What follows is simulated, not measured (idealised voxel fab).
This section sets out a process module, namely voxel gate over fins.
The cross-section on display is named cut; it measures 280 nm wide, and its cells are 5 nm squares.
When this document writes out a cross-section, it uses a grid of square cells and lists it as bands, beginning at the top and moving down, with a band standing for one or more rows of cells. Basically the band line says how high the top is and how high the bottom is, in nm, and then what's in it from left to right, every material with its width in nm. Empty space shows up as "air", and if a single material carries "full width" it runs the full band edge to edge. Heights are measured from 0, the level below which the as-received wafer is all one material; the lowest band has no bottom and continues downward, written as in "0 -> down". With a width like "30 to 40", each row of cells in the band differs from the next by the same amount, the top row carrying the first number and the bottom row the second. For the purposes of this document, the phrase "nothing was modified" attached to a step denotes that no cell within the cross-section was modified by that step. Enclosed voids: empty space of 8 cells or more with no open way to the top, each as width x height at its distance from the left edge, in nm. Post-settings text on a step line: simulator's own remark regarding the step. "overlay nm" denotes, for a step that has a mask, the displacement of the mask to the right of its planned place, with negative values corresponding to the left.
-- This section lists the process steps that were planned
1) RECEIVE: material Si
2) CONFORMAL_DEP: material SiN, thk nm 10
3) PATTERN: tone cover, mask id FINS, material resist, width nm 15, pitch nm 40, thk nm 20, overlay nm 0
4) DIRECTIONAL_ETCH: etch materials SiN, depth nm 10
5) DIRECTIONAL_ETCH: etch materials Si, depth nm 40
6) STRIP: etch materials resist
7) FILL_DEP: material SiO2, thk nm 15
8) CMP: height nm 10
9) SELECTIVE_ETCH: etch materials SiO2, depth nm 20
10) STRIP: etch materials SiN
11) CONFORMAL_DEP: material HfO2, thk nm 5
12) CONFORMAL_DEP: material TiN, thk nm 5
13) FILL_DEP: material W, thk nm 10
14) CMP: height nm 15
15) CONFORMAL_DEP: material SiCN, thk nm 10
-- Of two wafers, the first: run according to plan
-- As-received state of the wafer in cross-section, equivalent to post-step 1
* 0 -> down  Si full width
* Enclosed voids: none
-- after step 2
* 10 -> 0  SiN full width
* Lower than 0, everything is as it was.
-- after step 3
* 30 -> 10  air (110)  resist (15)  air (25)  resist (15)  air (115)
* Lower than 10, everything is as it was.
-- after step 4
* 30 -> 10  air (110)  resist (15)  air (25)  resist (15)  air (115)
* 10 -> 0  air (110)  SiN (15)  air (25)  SiN (15)  air (115)
* Lower than 0, everything is as it was.
-- after step 5
* 30 -> 10  air (110)  resist (15)  air (25)  resist (15)  air (115)
* 10 -> 0  air (110)  SiN (15)  air (25)  SiN (15)  air (115)
* 0 -> -40  air (110)  Si (15)  air (25)  Si (15)  air (115)
* Lower than -40, everything is as it was.
-- after step 6
* 10 -> 0  air (110)  SiN (15)  air (25)  SiN (15)  air (115)
* Lower than 0, everything is as it was.
-- after step 7
* 25 -> 10  SiO2 full width
* 10 -> 0  SiO2 (110)  SiN (15)  SiO2 (25)  SiN (15)  SiO2 (115)
* 0 -> -40  SiO2 (110)  Si (15)  SiO2 (25)  Si (15)  SiO2 (115)
* Lower than -40, everything is as it was.
-- after step 8
* 10 -> 0  SiO2 (110)  SiN (15)  SiO2 (25)  SiN (15)  SiO2 (115)
* Lower than 0, everything is as it was.
-- after step 9
* 10 -> 0  air (110)  SiN (15)  air (25)  SiN (15)  air (115)
* 0 -> -10  air (110)  Si (15)  air (25)  Si (15)  air (115)
* Lower than -10, everything is as it was.
-- after step 10
* 0 -> -10  air (110)  Si (15)  air (25)  Si (15)  air (115)
* Lower than -10, everything is as it was.
-- after step 11
* 5 -> 0  air (105)  HfO2 (25)  air (15)  HfO2 (25)  air (110)
* 0 -> -5  air (105)  HfO2 (5)  Si (15)  HfO2 (5)  air (15)  HfO2 (5)  Si (15)  HfO2 (5)  air (110)
* -5 -> -10  HfO2 (110)  Si (15)  HfO2 (25)  Si (15)  HfO2 (115)
* Lower than -10, everything is as it was.
-- after step 12
* 10 -> 5  air (100)  TiN (35)  air (5)  TiN (35)  air (105)
* 5 -> 0  air (100)  TiN (5)  HfO2 (25)  TiN (5)  air (5)  TiN (5)  HfO2 (25)  TiN (5)  air (105)
* 0 -> -5  TiN (105)  HfO2 (5)  Si (15)  HfO2 (5)  TiN (15)  HfO2 (5)  Si (15)  HfO2 (5)  TiN (110)
* Lower than -5, everything is as it was.
-- after step 13
* 20 -> 10  W full width
* 10 -> 5  W (100)  TiN (35)  W (5)  TiN (35)  W (105)
* 5 -> 0  W (100)  TiN (5)  HfO2 (25)  TiN (5)  W (5)  TiN (5)  HfO2 (25)  TiN (5)  W (105)
* Lower than 0, everything is as it was.
-- after step 14
* 15 -> 10  W full width
* Lower than 10, everything is as it was.
-- after step 15
* 25 -> 15  SiCN full width
* Lower than 15, everything is as it was.
-- Second wafer - shared start and plan with the first - one error in running - same as the first up to step 8 inclusive
-- Second wafer shown in cross-section at the time step 9 was slated to end
* 10 -> 0  SiO2 (110)  air (15)  SiO2 (25)  air (15)  SiO2 (115)
* Lower than 0, everything is as it was.
-- Second wafer shown in cross-section at the time step 10 was slated to end
* 0 -> -10  air (110)  Si (15)  air (25)  Si (15)  air (115)
* -10 -> -20  SiO2 (90)  air (20)  Si (15)  air (25)  Si (15)  air (20)  SiO2 (95)
* Lower than -20, everything is as it was.
-- Second wafer shown in cross-section at the time step 11 was slated to end
* 5 -> 0  air (105)  HfO2 (25)  air (15)  HfO2 (25)  air (110)
* 0 -> -5  air (105)  HfO2 (5)  Si (15)  HfO2 (5)  air (15)  HfO2 (5)  Si (15)  HfO2 (5)  air (110)
* -5 -> -10  HfO2 (95)  air (10)  HfO2 (5)  Si (15)  HfO2 (5)  air (15)  HfO2 (5)  Si (15)  HfO2 (5)  air (10)  HfO2 (100)
* -10 -> -15  SiO2 (90)  HfO2 (5)  air (10)  HfO2 (5)  Si (15)  HfO2 (5)  air (15)  HfO2 (5)  Si (15)  HfO2 (5)  air (10)  HfO2 (5)  SiO2 (95)
* -15 -> -20  SiO2 (90)  HfO2 (20)  Si (15)  HfO2 (25)  Si (15)  HfO2 (20)  SiO2 (95)
* Lower than -20, everything is as it was.
-- Second wafer shown in cross-section at the time step 12 was slated to end
* 10 -> 5  air (100)  TiN (35)  air (5)  TiN (35)  air (105)
* 5 -> 0  air (100)  TiN (5)  HfO2 (25)  TiN (5)  air (5)  TiN (5)  HfO2 (25)  TiN (5)  air (105)
* 0 -> -5  TiN (105)  HfO2 (5)  Si (15)  HfO2 (5)  TiN (5)  air (5)  TiN (5)  HfO2 (5)  Si (15)  HfO2 (5)  TiN (110)
* -5 -> -10  HfO2 (95)  TiN (10)  HfO2 (5)  Si (15)  HfO2 (5)  TiN (5)  air (5)  TiN (5)  HfO2 (5)  Si (15)  HfO2 (5)  TiN (10)  HfO2 (100)
* -10 -> -15  SiO2 (90)  HfO2 (5)  TiN (10)  HfO2 (5)  Si (15)  HfO2 (5)  TiN (15)  HfO2 (5)  Si (15)  HfO2 (5)  TiN (10)  HfO2 (5)  SiO2 (95)
* Lower than -15, everything is as it was.
-- Second wafer shown in cross-section at the time step 13 was slated to end
* 20 -> 10  W full width
* 10 -> 5  W (100)  TiN (35)  W (5)  TiN (35)  W (105)
* 5 -> 0  W (100)  TiN (5)  HfO2 (25)  TiN (5)  W (5)  TiN (5)  HfO2 (25)  TiN (5)  W (105)
* 0 -> -5  TiN (105)  HfO2 (5)  Si (15)  HfO2 (5)  TiN (5)  W (5)  TiN (5)  HfO2 (5)  Si (15)  HfO2 (5)  TiN (110)
* -5 -> -10  HfO2 (95)  TiN (10)  HfO2 (5)  Si (15)  HfO2 (5)  TiN (5)  W (5)  TiN (5)  HfO2 (5)  Si (15)  HfO2 (5)  TiN (10)  HfO2 (100)
* Lower than -10, everything is as it was.
-- Second wafer shown in cross-section at the time step 14 was slated to end
* 15 -> 10  W full width
* Lower than 10, everything is as it was.
-- Second wafer shown in cross-section at the time step 15 was slated to end
* 25 -> 15  SiCN full width
* Lower than 15, everything is as it was.
Error vs. plan: plan steps 9 and 10 run swapped
at the end the second wafer has, in cells: HfO2 +12, SiO2 -26, TiN +12, W +2
